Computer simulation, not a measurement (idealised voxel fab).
process module | voxel capacitor over wiring
cross-section cut | 270 nm wide | cells 5 nm
A cross-section is a grid of square cells, given in bands from the top down. A band is one or more rows of cells.
Each band's line starts with the height of the band's top and of its bottom, in nm. Then come its materials from left to right, each with its width in nm. One material with "throughout" fills the band from edge to edge. "air" is empty space.
Height 0 is the level under which the wafer as received is all one material. The lowest band goes on downwards, as in "0 down".
A width such as "30 to 40" changes by the same amount from each row of cells to the next, from the band's top row to its bottom row.
"no change" after a step means that no cell of the cross-section changed.
closed voids: empty space of 8 cells or more with no open way to the top, each as width x height at its distance from the left edge, in nm
after a step's settings: what the simulator itself notes on the step
overlay nm, on a step with a mask: how far to the right of its planned place the mask lay; to the left if negative
plan
1 op RECEIVE | material Si
2 op CONFORMAL_DEP | material SiO2 | thk nm 15
3 op CONFORMAL_DEP | material SiN | thk nm 5
4 op DIRECTIONAL_DEP | material lowk | thk nm 20
5 op DIRECTIONAL_DEP | material aC | thk nm 10
6 op PATTERN | tone open | mask id METAL_1 | material resist | width nm 20 | pitch nm 75 | thk nm 30 | overlay nm 0
7 op DIRECTIONAL_ETCH | etch materials aC | depth nm 10
8 op STRIP | etch materials resist
9 op DIRECTIONAL_ETCH | etch materials lowk | depth nm 20
10 op DIRECTIONAL_ETCH | etch materials SiN | depth nm 5
11 op STRIP | etch materials aC
12 op CONFORMAL_DEP | material TiN | thk nm 5
13 op FILL_DEP | material W | thk nm 10
14 op CMP | height nm 40
15 op EPI | material Ru | thk nm 5
16 op FILL_DEP | material SiCN | thk nm 5
17 op DIRECTIONAL_DEP | material lowk | thk nm 20
18 op DIRECTIONAL_DEP | material aC | thk nm 15
19 op PATTERN | tone open | mask id PLUG_1 | material resist | width nm 15 | thk nm 35 | overlay nm 0
20 op DIRECTIONAL_ETCH | etch materials aC | depth nm 15
21 op STRIP | etch materials resist
22 op DIRECTIONAL_ETCH | etch materials lowk | depth nm 20
23 op DIRECTIONAL_ETCH | etch materials SiCN | depth nm 5
24 op STRIP | etch materials aC
25 op CONFORMAL_DEP | material TiN | thk nm 5
26 op FILL_DEP | material W | thk nm 10
27 op CMP | height nm 70
28 op DIRECTIONAL_DEP | material TiN | thk nm 10
29 op DIRECTIONAL_DEP | material SiN | thk nm 5
30 op DIRECTIONAL_DEP | material TiN | thk nm 5
31 op MASKED_ETCH | tone cover | mask id UPPER_PLATE | width nm 60 | etch materials TiN | depth nm 5 | overlay nm 0
32 op MASKED_ETCH | tone cover | mask id UPPER_PLATE | width nm 60 | etch materials SiN | depth nm 5 | overlay nm 0
33 op PATTERN | tone cover | mask id LOWER_PLATE | material resist | width nm 70 | thk nm 15 | overlay nm 0
34 op DIRECTIONAL_ETCH | etch materials TiN | depth nm 10
35 op STRIP | etch materials resist
36 op FILL_DEP | material SiO2 | thk nm 15
37 op CMP | height nm 100
38 op DIRECTIONAL_DEP | material aC | thk nm 10
39 op PATTERN | tone open | mask id PLUG_2 | material resist | width nm 15 | thk nm 30 | overlay nm 0
40 op DIRECTIONAL_ETCH | etch materials aC | depth nm 10
41 op STRIP | etch materials resist
42 op DIRECTIONAL_ETCH | etch materials SiO2 | depth nm 10
43 op STRIP | etch materials aC
44 op CONFORMAL_DEP | material TiN | thk nm 5
45 op FILL_DEP | material Ru | thk nm 10
46 op CMP | height nm 100
47 op CONFORMAL_DEP | material SiN | thk nm 5
first wafer, as planned
as received, after step 1
  0 down: Si throughout
  closed voids: none
after step 2
  15 to 0: SiO2 throughout
  below 0: unchanged
after step 3
  20 to 15: SiN throughout
  below 15: unchanged
after step 4
  40 to 20: lowk throughout
  below 20: unchanged
after step 5
  50 to 40: aC throughout
  below 40: unchanged
after step 6
  80 to 50: resist 85 | air 20 | resist 55 | air 20 | resist 90
  below 50: unchanged
after step 7
  70 to 50: resist 85 | air 20 | resist 55 | air 20 | resist 90
  50 to 40: aC 85 | air 20 | aC 55 | air 20 | aC 90
  below 40: unchanged
after step 8
  50 to 40: aC 85 | air 20 | aC 55 | air 20 | aC 90
  below 40: unchanged
after step 9
  50 to 40: aC 85 | air 20 | aC 55 | air 20 | aC 90
  40 to 20: lowk 85 | air 20 | lowk 55 | air 20 | lowk 90
  below 20: unchanged
after step 10
  50 to 40: aC 85 | air 20 | aC 55 | air 20 | aC 90
  40 to 20: lowk 85 | air 20 | lowk 55 | air 20 | lowk 90
  20 to 15: SiN 85 | air 20 | SiN 55 | air 20 | SiN 90
  below 15: unchanged
after step 11
  40 to 20: lowk 85 | air 20 | lowk 55 | air 20 | lowk 90
  below 20: unchanged
after step 12
  45 to 40: TiN 90 | air 10 | TiN 65 | air 10 | TiN 95
  40 to 20: lowk 85 | TiN 5 | air 10 | TiN 5 | lowk 55 | TiN 5 | air 10 | TiN 5 | lowk 90
  20 to 15: SiN 85 | TiN 20 | SiN 55 | TiN 20 | SiN 90
  below 15: unchanged
after step 13
  55 to 45: W throughout
  45 to 40: TiN 90 | W 10 | TiN 65 | W 10 | TiN 95
  40 to 20: lowk 85 | TiN 5 | W 10 | TiN 5 | lowk 55 | TiN 5 | W 10 | TiN 5 | lowk 90
  below 20: unchanged
after step 14
  40 to 20: lowk 85 | TiN 5 | W 10 | TiN 5 | lowk 55 | TiN 5 | W 10 | TiN 5 | lowk 90
  below 20: unchanged
after step 15
  45 to 40: air 80 | Ru 30 | air 45 | Ru 30 | air 85
  below 40: unchanged
after step 16
  50 to 45: SiCN throughout
  45 to 40: SiCN 80 | Ru 30 | SiCN 45 | Ru 30 | SiCN 85
  below 40: unchanged
after step 17
  70 to 50: lowk throughout
  below 50: unchanged
after step 18
  85 to 70: aC throughout
  below 70: unchanged
after step 19
  120 to 85: resist 90 | air 15 | resist 165
  below 85: unchanged
after step 20
  105 to 85: resist 90 | air 15 | resist 165
  85 to 70: aC 90 | air 15 | aC 165
  below 70: unchanged
after step 21
  85 to 70: aC 90 | air 15 | aC 165
  below 70: unchanged
after step 22
  85 to 70: aC 90 | air 15 | aC 165
  70 to 50: lowk 90 | air 15 | lowk 165
  below 50: unchanged
after step 23
  85 to 70: aC 90 | air 15 | aC 165
  70 to 50: lowk 90 | air 15 | lowk 165
  50 to 45: SiCN 90 | air 15 | SiCN 165
  below 45: unchanged
after step 24
  70 to 50: lowk 90 | air 15 | lowk 165
  below 50: unchanged
after step 25
  75 to 70: TiN 95 | air 5 | TiN 170
  70 to 50: lowk 90 | TiN 5 | air 5 | TiN 5 | lowk 165
  50 to 45: SiCN 90 | TiN 15 | SiCN 165
  below 45: unchanged
after step 26
  85 to 75: W throughout
  75 to 70: TiN 95 | W 5 | TiN 170
  70 to 50: lowk 90 | TiN 5 | W 5 | TiN 5 | lowk 165
  below 50: unchanged
after step 27
  70 to 50: lowk 90 | TiN 5 | W 5 | TiN 5 | lowk 165
  below 50: unchanged
after step 28
  80 to 70: TiN throughout
  below 70: unchanged
after step 29
  85 to 80: SiN throughout
  below 80: unchanged
after step 30
  90 to 85: TiN throughout
  below 85: unchanged
after step 31
  90 to 85: air 90 | TiN 60 | air 120
  below 85: unchanged
after step 32
  90 to 85: air 90 | TiN 60 | air 120
  85 to 80: air 90 | SiN 60 | air 120
  below 80: unchanged
after step 33
  105 to 90: air 85 | resist 70 | air 115
  90 to 85: air 85 | resist 5 | TiN 60 | resist 5 | air 115
  85 to 80: air 85 | resist 5 | SiN 60 | resist 5 | air 115
  below 80: unchanged
after step 34
  105 to 90: air 85 | resist 70 | air 115
  90 to 85: air 85 | resist 5 | TiN 60 | resist 5 | air 115
  85 to 80: air 85 | resist 5 | SiN 60 | resist 5 | air 115
  80 to 70: air 85 | TiN 70 | air 115
  below 70: unchanged
after step 35
  90 to 85: air 90 | TiN 60 | air 120
  85 to 80: air 90 | SiN 60 | air 120
  below 80: unchanged
after step 36
  105 to 90: SiO2 throughout
  90 to 85: SiO2 90 | TiN 60 | SiO2 120
  85 to 80: SiO2 90 | SiN 60 | SiO2 120
  80 to 70: SiO2 85 | TiN 70 | SiO2 115
  below 70: unchanged
after step 37
  100 to 90: SiO2 throughout
  below 90: unchanged
after step 38
  110 to 100: aC throughout
  below 100: unchanged
after step 39
  140 to 110: resist 100 | air 15 | resist 155
  below 110: unchanged
after step 40
  130 to 110: resist 100 | air 15 | resist 155
  110 to 100: aC 100 | air 15 | aC 155
  below 100: unchanged
after step 41
  110 to 100: aC 100 | air 15 | aC 155
  below 100: unchanged
after step 42
  110 to 100: aC 100 | air 15 | aC 155
  100 to 90: SiO2 100 | air 15 | SiO2 155
  below 90: unchanged
after step 43
  100 to 90: SiO2 100 | air 15 | SiO2 155
  below 90: unchanged
after step 44
  105 to 100: TiN 105 | air 5 | TiN 160
  100 to 95: SiO2 100 | TiN 5 | air 5 | TiN 5 | SiO2 155
  95 to 85: SiO2 100 to 90 | TiN 15 to 60 | SiO2 155 to 120
  below 85: unchanged
after step 45
  115 to 105: Ru throughout
  105 to 100: TiN 105 | Ru 5 | TiN 160
  100 to 95: SiO2 100 | TiN 5 | Ru 5 | TiN 5 | SiO2 155
  below 95: unchanged
after step 46
  100 to 95: SiO2 100 | TiN 5 | Ru 5 | TiN 5 | SiO2 155
  below 95: unchanged
after step 47
  105 to 100: SiN throughout
  below 100: unchanged
second wafer: like start, like plan, one mistake. Through step 1 it matches the first wafer
when step 2 should have ended
  15 to 0: TiN throughout
  below 0: unchanged
when step 3 should have ended
  20 to 15: SiN throughout
  below 15: unchanged
when step 4 should have ended
  40 to 20: lowk throughout
  below 20: unchanged
when step 5 should have ended
  50 to 40: aC throughout
  below 40: unchanged
when step 6 should have ended
  80 to 50: resist 85 | air 20 | resist 55 | air 20 | resist 90
  below 50: unchanged
when step 7 should have ended
  70 to 50: resist 85 | air 20 | resist 55 | air 20 | resist 90
  50 to 40: aC 85 | air 20 | aC 55 | air 20 | aC 90
  below 40: unchanged
when step 8 should have ended
  50 to 40: aC 85 | air 20 | aC 55 | air 20 | aC 90
  below 40: unchanged
when step 9 should have ended
  50 to 40: aC 85 | air 20 | aC 55 | air 20 | aC 90
  40 to 20: lowk 85 | air 20 | lowk 55 | air 20 | lowk 90
  below 20: unchanged
when step 10 should have ended
  50 to 40: aC 85 | air 20 | aC 55 | air 20 | aC 90
  40 to 20: lowk 85 | air 20 | lowk 55 | air 20 | lowk 90
  20 to 15: SiN 85 | air 20 | SiN 55 | air 20 | SiN 90
  below 15: unchanged
when step 11 should have ended
  40 to 20: lowk 85 | air 20 | lowk 55 | air 20 | lowk 90
  below 20: unchanged
when step 12 should have ended
  45 to 40: TiN 90 | air 10 | TiN 65 | air 10 | TiN 95
  40 to 20: lowk 85 | TiN 5 | air 10 | TiN 5 | lowk 55 | TiN 5 | air 10 | TiN 5 | lowk 90
  20 to 15: SiN 85 | TiN 20 | SiN 55 | TiN 20 | SiN 90
  below 15: unchanged
when step 13 should have ended
  55 to 45: W throughout
  45 to 40: TiN 90 | W 10 | TiN 65 | W 10 | TiN 95
  40 to 20: lowk 85 | TiN 5 | W 10 | TiN 5 | lowk 55 | TiN 5 | W 10 | TiN 5 | lowk 90
  below 20: unchanged
when step 14 should have ended
  40 to 20: lowk 85 | TiN 5 | W 10 | TiN 5 | lowk 55 | TiN 5 | W 10 | TiN 5 | lowk 90
  below 20: unchanged
when step 15 should have ended
  45 to 40: air 80 | Ru 30 | air 45 | Ru 30 | air 85
  below 40: unchanged
when step 16 should have ended
  50 to 45: SiCN throughout
  45 to 40: SiCN 80 | Ru 30 | SiCN 45 | Ru 30 | SiCN 85
  below 40: unchanged
when step 17 should have ended
  70 to 50: lowk throughout
  below 50: unchanged
when step 18 should have ended
  85 to 70: aC throughout
  below 70: unchanged
when step 19 should have ended
  120 to 85: resist 90 | air 15 | resist 165
  below 85: unchanged
when step 20 should have ended
  105 to 85: resist 90 | air 15 | resist 165
  85 to 70: aC 90 | air 15 | aC 165
  below 70: unchanged
when step 21 should have ended
  85 to 70: aC 90 | air 15 | aC 165
  below 70: unchanged
when step 22 should have ended
  85 to 70: aC 90 | air 15 | aC 165
  70 to 50: lowk 90 | air 15 | lowk 165
  below 50: unchanged
when step 23 should have ended
  85 to 70: aC 90 | air 15 | aC 165
  70 to 50: lowk 90 | air 15 | lowk 165
  50 to 45: SiCN 90 | air 15 | SiCN 165
  below 45: unchanged
when step 24 should have ended
  70 to 50: lowk 90 | air 15 | lowk 165
  below 50: unchanged
when step 25 should have ended
  75 to 70: TiN 95 | air 5 | TiN 170
  70 to 50: lowk 90 | TiN 5 | air 5 | TiN 5 | lowk 165
  50 to 45: SiCN 90 | TiN 15 | SiCN 165
  below 45: unchanged
when step 26 should have ended
  85 to 75: W throughout
  75 to 70: TiN 95 | W 5 | TiN 170
  70 to 50: lowk 90 | TiN 5 | W 5 | TiN 5 | lowk 165
  below 50: unchanged
when step 27 should have ended
  70 to 50: lowk 90 | TiN 5 | W 5 | TiN 5 | lowk 165
  below 50: unchanged
when step 28 should have ended
  80 to 70: TiN throughout
  below 70: unchanged
when step 29 should have ended
  85 to 80: SiN throughout
  below 80: unchanged
when step 30 should have ended
  90 to 85: TiN throughout
  below 85: unchanged
when step 31 should have ended
  90 to 85: air 90 | TiN 60 | air 120
  below 85: unchanged
when step 32 should have ended
  90 to 85: air 90 | TiN 60 | air 120
  85 to 80: air 90 | SiN 60 | air 120
  below 80: unchanged
when step 33 should have ended
  105 to 90: air 85 | resist 70 | air 115
  90 to 85: air 85 | resist 5 | TiN 60 | resist 5 | air 115
  85 to 80: air 85 | resist 5 | SiN 60 | resist 5 | air 115
  below 80: unchanged
when step 34 should have ended
  105 to 90: air 85 | resist 70 | air 115
  90 to 85: air 85 | resist 5 | TiN 60 | resist 5 | air 115
  85 to 80: air 85 | resist 5 | SiN 60 | resist 5 | air 115
  80 to 70: air 85 | TiN 70 | air 115
  below 70: unchanged
when step 35 should have ended
  90 to 85: air 90 | TiN 60 | air 120
  85 to 80: air 90 | SiN 60 | air 120
  below 80: unchanged
when step 36 should have ended
  105 to 90: SiO2 throughout
  90 to 85: SiO2 90 | TiN 60 | SiO2 120
  85 to 80: SiO2 90 | SiN 60 | SiO2 120
  80 to 70: SiO2 85 | TiN 70 | SiO2 115
  below 70: unchanged
when step 37 should have ended
  100 to 90: SiO2 throughout
  below 90: unchanged
when step 38 should have ended
  110 to 100: aC throughout
  below 100: unchanged
when step 39 should have ended
  140 to 110: resist 100 | air 15 | resist 155
  below 110: unchanged
when step 40 should have ended
  130 to 110: resist 100 | air 15 | resist 155
  110 to 100: aC 100 | air 15 | aC 155
  below 100: unchanged
when step 41 should have ended
  110 to 100: aC 100 | air 15 | aC 155
  below 100: unchanged
when step 42 should have ended
  110 to 100: aC 100 | air 15 | aC 155
  100 to 90: SiO2 100 | air 15 | SiO2 155
  below 90: unchanged
when step 43 should have ended
  100 to 90: SiO2 100 | air 15 | SiO2 155
  below 90: unchanged
when step 44 should have ended
  105 to 100: TiN 105 | air 5 | TiN 160
  100 to 95: SiO2 100 | TiN 5 | air 5 | TiN 5 | SiO2 155
  95 to 85: SiO2 100 to 90 | TiN 15 to 60 | SiO2 155 to 120
  below 85: unchanged
when step 45 should have ended
  115 to 105: Ru throughout
  105 to 100: TiN 105 | Ru 5 | TiN 160
  100 to 95: SiO2 100 | TiN 5 | Ru 5 | TiN 5 | SiO2 155
  below 95: unchanged
when step 46 should have ended
  100 to 95: SiO2 100 | TiN 5 | Ru 5 | TiN 5 | SiO2 155
  below 95: unchanged
when step 47 should have ended
  105 to 100: SiN throughout
  below 100: unchanged
what went wrong: step 2 ran as: op CONFORMAL_DEP | material TiN | thk nm 15
at the end the second wafer has, in cells: 162 fewer of SiO2 | 162 more of TiN
